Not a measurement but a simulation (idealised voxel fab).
process module | voxel released beams
cross-section cut | 200 nm wide | cells 5 nm
A cross-section is a grid of square cells, given in bands from the top down. A band is one or more rows of cells.
Each band's line starts with the height of the band's top and of its bottom, in nm. Then come its materials from left to right, each with its width in nm. One material with "throughout" fills the band from edge to edge. "air" is empty space.
Height 0 is the level under which the wafer as received is all one material. The lowest band goes on downwards, as in "0 down".
A width such as "30 to 40" changes by the same amount from each row of cells to the next, from the band's top row to its bottom row.
"no change" after a step means that no cell of the cross-section changed.
closed voids: empty space of 8 cells or more with no open way to the top, each as width x height at its distance from the left edge, in nm
after a step's settings: what the simulator itself notes on the step
overlay nm, on a step with a mask: how far to the right of its planned place the mask lay; to the left if negative
plan
1 op RECEIVE | material Si
2 op CONFORMAL_DEP | material SiN | thk nm 5
3 op DIRECTIONAL_DEP | material SiO2 | thk nm 20
4 op DIRECTIONAL_DEP | material aC | thk nm 15
5 op PATTERN | tone open | mask id ANCHOR | material resist | width nm 35 | thk nm 30 | overlay nm 0
6 op DIRECTIONAL_ETCH | etch materials aC | depth nm 15
7 op STRIP | etch materials resist
8 op DIRECTIONAL_ETCH | etch materials SiO2 | depth nm 20
9 op STRIP | etch materials aC
10 op CONFORMAL_DEP | material TiN | thk nm 15
11 op PATTERN | tone cover | mask id BEAM | material resist | width nm 80 | thk nm 20 | overlay nm 0
12 op DIRECTIONAL_ETCH | etch materials TiN | depth nm 15
13 op STRIP | etch materials resist
14 op STRIP | etch materials SiO2
first wafer, as planned
as received, after step 1
  0 down: Si throughout
  closed voids: none
after step 2
  5 to 0: SiN throughout
  below 0: unchanged
after step 3
  25 to 5: SiO2 throughout
  below 5: unchanged
after step 4
  40 to 25: aC throughout
  below 25: unchanged
after step 5
  70 to 40: resist 60 | air 35 | resist 105
  below 40: unchanged
after step 6
  55 to 40: resist 60 | air 35 | resist 105
  40 to 25: aC 60 | air 35 | aC 105
  below 25: unchanged
after step 7
  40 to 25: aC 60 | air 35 | aC 105
  below 25: unchanged
after step 8
  40 to 25: aC 60 | air 35 | aC 105
  25 to 5: SiO2 60 | air 35 | SiO2 105
  below 5: unchanged
after step 9
  25 to 5: SiO2 60 | air 35 | SiO2 105
  below 5: unchanged
after step 10
  40 to 25: TiN 75 | air 5 | TiN 120
  25 to 20: SiO2 60 | TiN 15 | air 5 | TiN 15 | SiO2 105
  20 to 5: SiO2 60 | TiN 35 | SiO2 105
  below 5: unchanged
after step 11
  60 to 40: air 55 | resist 80 | air 65
  40 to 25: TiN 75 | resist 5 | TiN 120
  25 to 20: SiO2 60 | TiN 15 | resist 5 | TiN 15 | SiO2 105
  below 20: unchanged
after step 12
  60 to 40: air 55 | resist 80 | air 65
  40 to 25: air 55 | TiN 20 | resist 5 | TiN 55 | air 65
  below 25: unchanged
after step 13
  40 to 25: air 55 | TiN 20 | air 5 | TiN 55 | air 65
  25 to 20: SiO2 60 | TiN 15 | air 5 | TiN 15 | SiO2 105
  below 20: unchanged
after step 14
  40 to 25: air 55 | TiN 20 | air 5 | TiN 55 | air 65
  25 to 20: air 60 | TiN 15 | air 5 | TiN 15 | air 105
  20 to 5: air 60 | TiN 35 | air 105
  below 5: unchanged
second wafer: like start, like plan, one mistake. Through step 1 it matches the first wafer
when step 2 should have ended: no change
when step 3 should have ended
  20 to 0: SiO2 throughout
  below 0: unchanged
when step 4 should have ended
  35 to 20: aC throughout
  below 20: unchanged
when step 5 should have ended
  65 to 35: resist 60 | air 35 | resist 105
  below 35: unchanged
when step 6 should have ended
  50 to 35: resist 60 | air 35 | resist 105
  35 to 20: aC 60 | air 35 | aC 105
  below 20: unchanged
when step 7 should have ended
  35 to 20: aC 60 | air 35 | aC 105
  below 20: unchanged
when step 8 should have ended
  35 to 20: aC 60 | air 35 | aC 105
  20 to 0: SiO2 60 | air 35 | SiO2 105
  below 0: unchanged
when step 9 should have ended
  20 to 0: SiO2 60 | air 35 | SiO2 105
  below 0: unchanged
when step 10 should have ended
  35 to 20: TiN 75 | air 5 | TiN 120
  20 to 15: SiO2 60 | TiN 15 | air 5 | TiN 15 | SiO2 105
  15 to 0: SiO2 60 | TiN 35 | SiO2 105
  below 0: unchanged
when step 11 should have ended
  55 to 35: air 55 | resist 80 | air 65
  35 to 20: TiN 75 | resist 5 | TiN 120
  20 to 15: SiO2 60 | TiN 15 | resist 5 | TiN 15 | SiO2 105
  below 15: unchanged
when step 12 should have ended
  55 to 35: air 55 | resist 80 | air 65
  35 to 20: air 55 | TiN 20 | resist 5 | TiN 55 | air 65
  below 20: unchanged
when step 13 should have ended
  35 to 20: air 55 | TiN 20 | air 5 | TiN 55 | air 65
  20 to 15: SiO2 60 | TiN 15 | air 5 | TiN 15 | SiO2 105
  below 15: unchanged
when step 14 should have ended
  35 to 20: air 55 | TiN 20 | air 5 | TiN 55 | air 65
  20 to 15: air 60 | TiN 15 | air 5 | TiN 15 | air 105
  15 to 0: air 60 | TiN 35 | air 105
  below 0: unchanged
what went wrong: step 2 was left out
at the end the second wafer has, in cells: 40 fewer of SiN
